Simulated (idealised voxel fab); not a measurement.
process module | voxel wiring stack
Cross-sectional view cut (width: 235 nm; square cell size: 5 nm).
In what follows, cross-sections appear as grids of square cells, described through bands that run from the top down, where every band is one or more rows of cells.
It is stipulated that each band's entry specify, in nanometres, the height of the top of the band and then that of its bottom, followed by the materials of the band in left-to-right sequence, each together with its width in nanometres. A single material marked by the word "throughout" is understood to fill the band from edge to edge; the word "empty" is understood to denote empty space.
Heights are expressed relative to 0, this being the level below which the as-received wafer comprises one material exclusively. The lowest band is unbounded in the downward direction and is denoted as in "top 0, no bottom".
So if you see something like "30..40" for the width, read it as the top row of the band sitting at the first number and the bottom row at the second, with every row in between moving by the same amount as the last.
No cell of the cross-section changed in a step that is given as "no change".
You'll see "Closed void listing" listing empty spaces that have no way open to the top, as long as they're 8 cells or more; the notation is width x height at distance, where the distance is from the left edge, and all of it is in nm.
Formally, on a step line, whatever follows the settings is a remark that the simulator itself makes on the step.
For masked steps, "overlay nm" on the step line gives how far right of plan the mask actually lay; a minus sign means it lay to the left.

# The steps planned for the process are as follows
step 1: RECEIVE,material Si
step 2: CONFORMAL_DEP,material SiO2,thk nm 15
step 3: DIRECTIONAL_DEP,material TiN,thk nm 5
step 4: DIRECTIONAL_DEP,material W,thk nm 25
step 5: PATTERN,tone cover,mask id METAL_1,material resist,width nm 20,pitch nm 40,thk nm 15,overlay nm 0
step 6: DIRECTIONAL_ETCH,etch materials W,depth nm 25
step 7: DIRECTIONAL_ETCH,etch materials TiN,depth nm 5
step 8: STRIP,etch materials resist
step 9: FILL_DEP,material lowk,thk nm 5
step 10: CMP,height nm 45
step 11: CONFORMAL_DEP,material SiCN,thk nm 5
step 12: DIRECTIONAL_DEP,material SiO2,thk nm 15
step 13: PATTERN,tone open,mask id PLUG_1,material resist,width nm 15,pitch nm 40,thk nm 20,overlay nm 0
step 14: DIRECTIONAL_ETCH,etch materials SiO2,depth nm 15
step 15: DIRECTIONAL_ETCH,etch materials SiCN,depth nm 5
step 16: STRIP,etch materials resist
step 17: CONFORMAL_DEP,material TiN,thk nm 5
step 18: FILL_DEP,material W,thk nm 10
step 19: CMP,height nm 65
step 20: CONFORMAL_DEP,material SiCN,thk nm 5
step 21: DIRECTIONAL_DEP,material SiO2,thk nm 20
step 22: PATTERN,tone open,mask id METAL_2,material resist,width nm 15,pitch nm 40,thk nm 15,overlay nm 0
step 23: DIRECTIONAL_ETCH,etch materials SiO2,depth nm 20
step 24: DIRECTIONAL_ETCH,etch materials SiCN,depth nm 5
step 25: STRIP,etch materials resist
step 26: CONFORMAL_DEP,material TiN,thk nm 5
step 27: FILL_DEP,material Cu,thk nm 10
step 28: CMP,height nm 90
step 29: EPI,material Ru,thk nm 5
step 30: FILL_DEP,material SiCN,thk nm 5
step 31: DIRECTIONAL_DEP,material lowk,thk nm 30
step 32: PATTERN,tone open,mask id METAL_3,material resist,width nm 20,pitch nm 40,thk nm 20,overlay nm 0
step 33: DIRECTIONAL_ETCH,etch materials lowk,depth nm 20
step 34: STRIP,etch materials resist
step 35: DIRECTIONAL_DEP,material aC,thk nm 10
step 36: PATTERN,tone open,mask id METAL_3_HOLES,material resist,width nm 15,thk nm 25,overlay nm 0
step 37: DIRECTIONAL_ETCH,etch materials aC,depth nm 10
step 38: STRIP,etch materials resist
step 39: DIRECTIONAL_ETCH,etch materials lowk,depth nm 10
step 40: DIRECTIONAL_ETCH,etch materials SiCN,depth nm 5
step 41: STRIP,etch materials aC
step 42: CONFORMAL_DEP,material TiN,thk nm 5
step 43: FILL_DEP,material Ru,thk nm 5
step 44: CMP,height nm 130
step 45: CONFORMAL_DEP,material SiCN,thk nm 5
step 46: DIRECTIONAL_DEP,material lowk,thk nm 10
step 47: DIRECTIONAL_DEP,material aC,thk nm 10
step 48: PATTERN,tone open,mask id PLUG_3,material resist,width nm 15,pitch nm 40,thk nm 25,overlay nm 0
step 49: DIRECTIONAL_ETCH,etch materials aC,depth nm 10
step 50: STRIP,etch materials resist
step 51: DIRECTIONAL_ETCH,etch materials lowk,depth nm 10
step 52: DIRECTIONAL_ETCH,etch materials SiCN,depth nm 5
step 53: STRIP,etch materials aC
step 54: CONFORMAL_DEP,material TiN,thk nm 5
step 55: FILL_DEP,material Cu,thk nm 5
step 56: CMP,height nm 145
step 57: DIRECTIONAL_DEP,material TiN,thk nm 5
step 58: DIRECTIONAL_DEP,material Ru,thk nm 15
step 59: DIRECTIONAL_DEP,material aC,thk nm 10
step 60: PATTERN,tone cover,mask id METAL_4,material resist,width nm 20,pitch nm 40,thk nm 30,overlay nm 0
step 61: DIRECTIONAL_ETCH,etch materials aC,depth nm 10
step 62: STRIP,etch materials resist
step 63: DIRECTIONAL_ETCH,etch materials Ru,depth nm 15
step 64: DIRECTIONAL_ETCH,etch materials TiN,depth nm 5
step 65: STRIP,etch materials aC
step 66: CONFORMAL_DEP,material SiN,thk nm 5
step 67: FILL_DEP,material SiO2,thk nm 10
step 68: CMP,height nm 165
step 69: CONFORMAL_DEP,material SiCN,thk nm 5
Wafers differ in width nm at step 22; plan lists the first wafer's value; identical starting state.

# So this is the first of several wafers, cross-sectioned as it came to us, meaning it's at the end of step 1
* top 0, no bottom = Si throughout
* Closed void listing: none

# Gained (+) or lost (-) cells of each material since receipt, then closed voids: one row per wafer, at the end of the module
width nm 15, +12 Cu, +49 Ru, +251 SiCN, +51 SiN, +533 SiO2, +96 TiN, +46 W, +560 lowk, Closed void listing: none
width nm 20, +20 Cu, +51 Ru, +247 SiCN, +51 SiN, +525 SiO2, +98 TiN, +46 W, +560 lowk, Closed void listing: none
width nm 25, +28 Cu, +53 Ru, +243 SiCN, +51 SiN, +517 SiO2, +100 TiN, +46 W, +560 lowk, Closed void listing: none
